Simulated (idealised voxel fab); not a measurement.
Process module heading - voxel fin reveal
FYI the section here is cut, 270 nm wide, cells are 5 nm squares.
Throughout this document, each cross-section is represented as a grid of square cells and is presented as a sequence of bands enumerated from the top downward, where a band comprises one or more rows of cells.
Read a band's entry like this: the first values are the height of its top and the height of its bottom in nm, and what follows is the sequence of materials from left to right, each with its width in nm. Note that "air" is empty space, and that a single material marked "edge to edge" reaches across the band from edge to edge.
Height datum 0, below which the as-received substrate wafer is one material. Lowest band open at the bottom, running downward: "z 0 and below".
The width entry "30..40" should be interpreted row by row: the top row of cells in the band takes the first number, the bottom row takes the second number, and the change between adjacent rows is uniform throughout.
Step marked "stayed the same"? Then no cell in the cross-section changed in it.
Basically, "Closed internal voids" tells you about the enclosed voids: empty spaces with no open way to the top, 8 cells or bigger, each written width x height at distance, where distance is from the left edge, all in nm.
Formally, on a step line, whatever follows the settings is a remark that the simulator itself makes on the step.
Each step line may optionally specify "overlay nm", which for a step with a mask gives the rightward distance between the mask's planned place and where it lay, a negative value indicating the leftward direction.

-- Intended process steps
- 1: op RECEIVE | material Si
- 2: op CONFORMAL_DEP | material SiN | thk nm 10
- 3: op MASKED_ETCH | tone cover | mask id FINS | width nm 15 | pitch nm 40 | etch materials SiN | depth nm 10 | overlay nm 0
- 4: op MASKED_ETCH | tone cover | mask id FINS | width nm 15 | pitch nm 40 | etch materials Si | depth nm 30 | overlay nm 0
- 5: op OXIDIZE | depth nm 5
- 6: op FILL_DEP | material SiO2 | thk nm 5
- 7: op CMP | height nm 10
- 8: op SELECTIVE_ETCH | etch materials SiO2 | depth nm 30
- 9: op STRIP | etch materials SiN
- 10: op CONFORMAL_DEP | material HfO2 | thk nm 5

-- Incoming wafer, cross-sectional view, post step 1
    z 0 and below | Si edge to edge
    Closed internal voids: none

-- Final wafer profile in cross-section after the module, from the same start and plan as above, with one mistake made during processing
    z 15 to 10 | air: 100, HfO2: 25, air: 15, HfO2: 25, air: 105
    z 10 to 0 | air: 100, HfO2: 5, SiN: 15, HfO2: 5, air: 15, HfO2: 5, SiN: 15, HfO2: 5, air: 105
    z 0 to -5 | air: 100, HfO2: 10, Si: 5, HfO2: 10, air: 15, HfO2: 10, Si: 5, HfO2: 10, air: 105
    z -5 to -30 | air: 105, HfO2: 5, Si: 5, HfO2: 5, air: 25, HfO2: 5, Si: 5, HfO2: 5, air: 110
    z -30 to -35 | HfO2: 110, Si: 5, HfO2: 35, Si: 5, HfO2: 115
    z -35 and below | Si edge to edge
    Closed internal voids: none
Finding, execution versus plan: step 9: run off-plan, actual operation and settings op STRIP | etch materials SiO2
